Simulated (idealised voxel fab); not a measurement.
Proc. module: voxel self aligned contacts
Section cut is 210 nm wide and gridded with 5 nm square cells.
The cross-sections in this document take the form of a grid made of square cells. They are written out as bands, in order from top to bottom. Each band consists of one or more rows of cells. Top height, bottom height, nm. Materials left to right, width each, nm. Single material + "all across" = fills band edge to edge. "air" = empty. Height is counted from the level 0, under which the received wafer is composed throughout of one material. The lowest of the bands is not closed at the bottom but continues downward, in the notation "z 0 and below". The notation "30 to 40" denotes a width that varies across the rows of cells in the band, beginning at the first number in the top row, finishing at the second number in the bottom row, and changing by an identical amount from each row to the next. Given "left unchanged" for a step, no cell of the cross-section differs between before and after that step. Look at "Encapsulated voids" for the closed voids: empty spaces with no open path to the top, sized 8 cells or up. Each is width x height at distance, distance from the left edge, all nm. Post-settings text on a step line: simulator's own remark regarding the step. overlay nm: where the mask lay relative to plan, measured to the right, on steps with a mask; negatives go left.
Steps planned for the process
1: RECEIVE, material Si
2: CONFORMAL_DEP, material SiO2, thk nm 5
3: DIRECTIONAL_DEP, material polySi, thk nm 20
4: DIRECTIONAL_DEP, material SiN, thk nm 25
5: PATTERN, tone cover, mask id GATE, material resist, width nm 25, pitch nm 65, thk nm 20, overlay nm 0
6: DIRECTIONAL_ETCH, etch materials SiN, depth nm 25
7: DIRECTIONAL_ETCH, etch materials polySi, depth nm 20
8: STRIP, etch materials resist
9: CONFORMAL_DEP, material SiN, thk nm 10
10: DIRECTIONAL_ETCH, etch materials SiN, depth nm 10
11: FILL_DEP, material SiO2, thk nm 15
12: CMP, height nm 60
13: PATTERN, tone open, mask id CONTACT, material resist, width nm 50, thk nm 20, overlay nm 0
14: DIRECTIONAL_ETCH, etch materials SiO2, depth nm 60
15: STRIP, etch materials resist
16: CONFORMAL_DEP, material TiN, thk nm 5
17: FILL_DEP, material W, thk nm 10
18: CMP, height nm 60
19: CONFORMAL_DEP, material SiCN, thk nm 5
Cross-section of the wafer upon arrival, representing the state reached after step 1
z 0 and below: Si all across
Encapsulated voids: none
End state of the module in cross-section, given the above starting point and plan and one mistake in execution
z 65 to 60: SiCN all across
z 60 to 55: SiO2 50 nm | SiN 45 nm | TiN 5 nm | W 10 nm | TiN 5 nm | SiN 45 nm | SiO2 50 nm
z 55 to 50: SiO2 50 nm | SiN 45 nm | TiN 20 nm | SiN 45 nm | SiO2 50 nm
z 50 to 25: SiN all across
z 25 to 5: polySi all across
z 5 to 0: SiO2 all across
z 0 and below: Si all across
Encapsulated voids: none
What broke from the plan during processing? step 4 of the plan was carried out twice
